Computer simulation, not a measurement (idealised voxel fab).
You're looking at the process module voxel gate over fins.
For reference, the cross-section in this document is cut, with width 280 nm and square cells of 5 nm.
Cross-section spec: square-cell grid; bands listed top down; each band is one or more rows. Band entry format. Leading values: height of top, height of bottom, nm. Remainder: materials in left-to-right order, each with its width in nm. Special words: "all across" on a single material, which then fills the band edge to edge; "empty", empty space. Height 0 is the level under which the wafer as received is all one material. The lowest band goes on downwards, as in "top 0, no bottom". Read "30->40" as a graded width: first number on top, second number at the bottom, same change between each pair of neighbouring rows. It should be understood that the words "nothing got changed", when stated for a given step, signify that the cross-section underwent no change in any of its cells during that step. Non-vented voids: empty space of 8 cells or more with no open way to the top, each as width x height at its distance from the left edge, in nm. The remark found on a step's line after its settings is issued by the simulator itself and pertains to that step. overlay nm: where the mask lay relative to plan, measured to the right, on steps with a mask; negatives go left.
**Steps in the process plan**
step 1: RECEIVE,material Si
step 2: CONFORMAL_DEP,material SiN,thk nm 5
step 3: PATTERN,tone cover,mask id FINS,material resist,width nm 15,pitch nm 45,thk nm 20,overlay nm 0
step 4: DIRECTIONAL_ETCH,etch materials SiN,depth nm 5
step 5: DIRECTIONAL_ETCH,etch materials Si,depth nm 35
step 6: STRIP,etch materials resist
step 7: FILL_DEP,material SiO2,thk nm 15
step 8: CMP,height nm 5
step 9: SELECTIVE_ETCH,etch materials SiO2,depth nm 20
step 10: STRIP,etch materials SiN
step 11: CONFORMAL_DEP,material HfO2,thk nm 5
step 12: CONFORMAL_DEP,material TiN,thk nm 5
step 13: CONFORMAL_DEP,material TiAl,thk nm 5
step 14: CONFORMAL_DEP,material TiN,thk nm 5
step 15: FILL_DEP,material W,thk nm 10
step 16: CMP,height nm 25
step 17: CONFORMAL_DEP,material SiN,thk nm 10
**First of two wafers, with the run carried out as planned**
**This is the cross-section of the wafer as we received it, i.e. after step 1**
  top 0, no bottom: Si all across
  Non-vented voids: none
**Cross-section: wafer state after step 2**
  top 5, bottom 0: SiN all across
  Below 0, the layers are the same as they were.
**Cross-section: wafer state after step 3**
  top 25, bottom 5: 110 nm empty  15 nm resist  30 nm empty  15 nm resist  110 nm empty
  Below 5, the layers are the same as they were.
**Cross-section: wafer state after step 4**
  top 25, bottom 5: 110 nm empty  15 nm resist  30 nm empty  15 nm resist  110 nm empty
  top 5, bottom 0: 110 nm empty  15 nm SiN  30 nm empty  15 nm SiN  110 nm empty
  Below 0, the layers are the same as they were.
**Cross-section: wafer state after step 5**
  top 25, bottom 5: 110 nm empty  15 nm resist  30 nm empty  15 nm resist  110 nm empty
  top 5, bottom 0: 110 nm empty  15 nm SiN  30 nm empty  15 nm SiN  110 nm empty
  top 0, bottom -35: 110 nm empty  15 nm Si  30 nm empty  15 nm Si  110 nm empty
  Below -35, the layers are the same as they were.
**Cross-section: wafer state after step 6**
  top 5, bottom 0: 110 nm empty  15 nm SiN  30 nm empty  15 nm SiN  110 nm empty
  Below 0, the layers are the same as they were.
**Cross-section: wafer state after step 7**
  top 20, bottom 5: SiO2 all across
  top 5, bottom 0: 110 nm SiO2  15 nm SiN  30 nm SiO2  15 nm SiN  110 nm SiO2
  top 0, bottom -35: 110 nm SiO2  15 nm Si  30 nm SiO2  15 nm Si  110 nm SiO2
  Below -35, the layers are the same as they were.
**Cross-section: wafer state after step 8**
  top 5, bottom 0: 110 nm SiO2  15 nm SiN  30 nm SiO2  15 nm SiN  110 nm SiO2
  Below 0, the layers are the same as they were.
**Cross-section: wafer state after step 9**
  top 5, bottom 0: 110 nm empty  15 nm SiN  30 nm empty  15 nm SiN  110 nm empty
  top 0, bottom -15: 110 nm empty  15 nm Si  30 nm empty  15 nm Si  110 nm empty
  Below -15, the layers are the same as they were.
**Cross-section: wafer state after step 10**
  top 0, bottom -15: 110 nm empty  15 nm Si  30 nm empty  15 nm Si  110 nm empty
  Below -15, the layers are the same as they were.
**Cross-section: wafer state after step 11**
  top 5, bottom 0: 105 nm empty  25 nm HfO2  20 nm empty  25 nm HfO2  105 nm empty
  top 0, bottom -10: 105 nm empty  5 nm HfO2  15 nm Si  5 nm HfO2  20 nm empty  5 nm HfO2  15 nm Si  5 nm HfO2  105 nm empty
  top -10, bottom -15: 110 nm HfO2  15 nm Si  30 nm HfO2  15 nm Si  110 nm HfO2
  Below -15, the layers are the same as they were.
**Cross-section: wafer state after step 12**
  top 10, bottom 5: 100 nm empty  35 nm TiN  10 nm empty  35 nm TiN  100 nm empty
  top 5, bottom 0: 100 nm empty  5 nm TiN  25 nm HfO2  5 nm TiN  10 nm empty  5 nm TiN  25 nm HfO2  5 nm TiN  100 nm empty
  top 0, bottom -5: 100 nm empty  5 nm TiN  5 nm HfO2  15 nm Si  5 nm HfO2  5 nm TiN  10 nm empty  5 nm TiN  5 nm HfO2  15 nm Si  5 nm HfO2  5 nm TiN  100 nm empty
  top -5, bottom -10: 105 nm TiN  5 nm HfO2  15 nm Si  5 nm HfO2  20 nm TiN  5 nm HfO2  15 nm Si  5 nm HfO2  105 nm TiN
  Below -10, the layers are the same as they were.
**Cross-section: wafer state after step 13**
  top 15, bottom 10: 95 nm empty  90 nm TiAl  95 nm empty
  top 10, bottom 5: 95 nm empty  5 nm TiAl  35 nm TiN  10 nm TiAl  35 nm TiN  5 nm TiAl  95 nm empty
  top 5, bottom 0: 95 nm empty  5 nm TiAl  5 nm TiN  25 nm HfO2  5 nm TiN  10 nm TiAl  5 nm TiN  25 nm HfO2  5 nm TiN  5 nm TiAl  95 nm empty
  top 0, bottom -5: 100 nm TiAl  5 nm TiN  5 nm HfO2  15 nm Si  5 nm HfO2  5 nm TiN  10 nm TiAl  5 nm TiN  5 nm HfO2  15 nm Si  5 nm HfO2  5 nm TiN  100 nm TiAl
  Below -5, the layers are the same as they were.
**Cross-section: wafer state after step 14**
  top 20, bottom 15: 90 nm empty  100 nm TiN  90 nm empty
  top 15, bottom 10: 90 nm empty  5 nm TiN  90 nm TiAl  5 nm TiN  90 nm empty
  top 10, bottom 5: 90 nm empty  5 nm TiN  5 nm TiAl  35 nm TiN  10 nm TiAl  35 nm TiN  5 nm TiAl  5 nm TiN  90 nm empty
  top 5, bottom 0: 95 nm TiN  5 nm TiAl  5 nm TiN  25 nm HfO2  5 nm TiN  10 nm TiAl  5 nm TiN  25 nm HfO2  5 nm TiN  5 nm TiAl  95 nm TiN
  Below 0, the layers are the same as they were.
**Cross-section: wafer state after step 15**
  top 30, bottom 20: W all across
  top 20, bottom 15: 90 nm W  100 nm TiN  90 nm W
  top 15, bottom 10: 90 nm W  5 nm TiN  90 nm TiAl  5 nm TiN  90 nm W
  top 10, bottom 5: 90 nm W  5 nm TiN  5 nm TiAl  35 nm TiN  10 nm TiAl  35 nm TiN  5 nm TiAl  5 nm TiN  90 nm W
  Below 5, the layers are the same as they were.
**Cross-section: wafer state after step 16**
  top 25, bottom 20: W all across
  Below 20, the layers are the same as they were.
**Cross-section: wafer state after step 17**
  top 35, bottom 25: SiN all across
  Below 25, the layers are the same as they were.
**Wafer two. Identical start, identical plan. One mistake in execution. Identical history through step 11**
**when step 12 should have ended**
  top 10, bottom 5: 100 nm empty  35 nm TiAl  10 nm empty  35 nm TiAl  100 nm empty
  top 5, bottom 0: 100 nm empty  5 nm TiAl  25 nm HfO2  5 nm TiAl  10 nm empty  5 nm TiAl  25 nm HfO2  5 nm TiAl  100 nm empty
  top 0, bottom -5: 100 nm empty  5 nm TiAl  5 nm HfO2  15 nm Si  5 nm HfO2  5 nm TiAl  10 nm empty  5 nm TiAl  5 nm HfO2  15 nm Si  5 nm HfO2  5 nm TiAl  100 nm empty
  top -5, bottom -10: 105 nm TiAl  5 nm HfO2  15 nm Si  5 nm HfO2  20 nm TiAl  5 nm HfO2  15 nm Si  5 nm HfO2  105 nm TiAl
  Below -10, the layers are the same as they were.
**when step 13 should have ended**
  top 15, bottom 10: 95 nm empty  90 nm TiN  95 nm empty
  top 10, bottom 5: 95 nm empty  5 nm TiN  35 nm TiAl  10 nm TiN  35 nm TiAl  5 nm TiN  95 nm empty
  top 5, bottom 0: 95 nm empty  5 nm TiN  5 nm TiAl  25 nm HfO2  5 nm TiAl  10 nm TiN  5 nm TiAl  25 nm HfO2  5 nm TiAl  5 nm TiN  95 nm empty
  top 0, bottom -5: 100 nm TiN  5 nm TiAl  5 nm HfO2  15 nm Si  5 nm HfO2  5 nm TiAl  10 nm TiN  5 nm TiAl  5 nm HfO2  15 nm Si  5 nm HfO2  5 nm TiAl  100 nm TiN
  Below -5, the layers are the same as they were.
**when step 14 should have ended**
  top 20, bottom 10: 90 nm empty  100 nm TiN  90 nm empty
  top 10, bottom 5: 90 nm empty  10 nm TiN  35 nm TiAl  10 nm TiN  35 nm TiAl  10 nm TiN  90 nm empty
  top 5, bottom 0: 100 nm TiN  5 nm TiAl  25 nm HfO2  5 nm TiAl  10 nm TiN  5 nm TiAl  25 nm HfO2  5 nm TiAl  100 nm TiN
  Below 0, the layers are the same as they were.
**when step 15 should have ended**
  top 30, bottom 20: W all across
  top 20, bottom 10: 90 nm W  100 nm TiN  90 nm W
  top 10, bottom 5: 90 nm W  10 nm TiN  35 nm TiAl  10 nm TiN  35 nm TiAl  10 nm TiN  90 nm W
  Below 5, the layers are the same as they were.
**when step 16 should have ended**
  top 25, bottom 20: W all across
  Below 20, the layers are the same as they were.
**when step 17 should have ended**
  top 35, bottom 25: SiN all across
  Below 25, the layers are the same as they were.
Short version of what went wrong: steps 12 and 13 of the plan were each performed in the slot designated for the other
Final state: per-material cell counts identical on both wafers; locations differ.
